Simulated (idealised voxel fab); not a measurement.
The following is a process module called voxel ribs on slabs.
The cross-section shown here is cut; it is 200 nm wide and divided into square cells measuring 5 nm on a side.
Cross-sections here: square-cell grids, written as top-down lists of bands, a band being one or more rows of cells.
What a band's entry tells you: where the top is and where the bottom is, as heights in nm, and after that what lies inside, material by material from left to right, each with its width in nm. Empty space is written as the word "air", and a single material marked with the word "all across" occupies the band from edge to edge.
Heads up on the height convention: 0 is the point under which the incoming wafer is all one material, and the lowest band has no bottom, it just keeps going down, like "0 down".
A width such as "30 to 40" changes by the same amount from each row of cells to the next, from the band's top row to its bottom row.
Any step labelled "all unchanged" changed none of the cells in the cross-section.
"Enclosed void catalog" - sealed voids, min. 8 cells, no opening to top; format: width x height at distance (distance from left edge; nm throughout).
On each step's line, the part that comes after the settings is the simulator's own comment on the step.
overlay nm: step with mask; distance mask lay right of planned place; negative value = left of planned place.
## Set out below are the planned steps of the process
step 1: RECEIVE: material Si
step 2: DIRECTIONAL_DEP: material SiO2, thk nm 30
step 3: DIRECTIONAL_DEP: material polySi, thk nm 15
step 4: MASKED_ETCH: tone cover, mask id RIB, width nm 15, etch materials polySi, depth nm 10, overlay nm 0
step 5: PATTERN: tone cover, mask id SLAB, material resist, width nm 55, thk nm 15, overlay nm 0
step 6: DIRECTIONAL_ETCH: etch materials polySi, depth nm 5
step 7: STRIP: etch materials resist
step 8: FILL_DEP: material SiO2, thk nm 20
step 9: CMP: height nm 55
step 10: DIRECTIONAL_DEP: material W, thk nm 5
step 11: MASKED_ETCH: tone cover, mask id HEATER, width nm 25, etch materials W, depth nm 5, overlay nm 0
step 12: CONFORMAL_DEP: material SiN, thk nm 5
## Wafer as received: cross-section following step 1
  0 down | Si all across
  Enclosed void catalog: none
## Result of the module, cross-sectioned: start per above, plan per above, one error in how it was run
  65 to 60 | air 80 nm; SiN 35 nm; air 85 nm
  60 to 55 | SiN 85 nm; W 25 nm; SiN 90 nm
  55 to 45 | SiO2 all across
  45 to 40 | SiO2 70 nm; polySi 20 nm; SiO2 15 nm; polySi 20 nm; SiO2 75 nm
  40 to 35 | polySi 90 nm; SiO2 15 nm; polySi 95 nm
  35 to 30 | polySi all across
  30 to 0 | SiO2 all across
  0 down | Si all across
  Enclosed void catalog: none
what went wrong: step 4 ran as: MASKED_ETCH: tone open, mask id RIB, width nm 15, etch materials polySi, depth nm 10, overlay nm 0
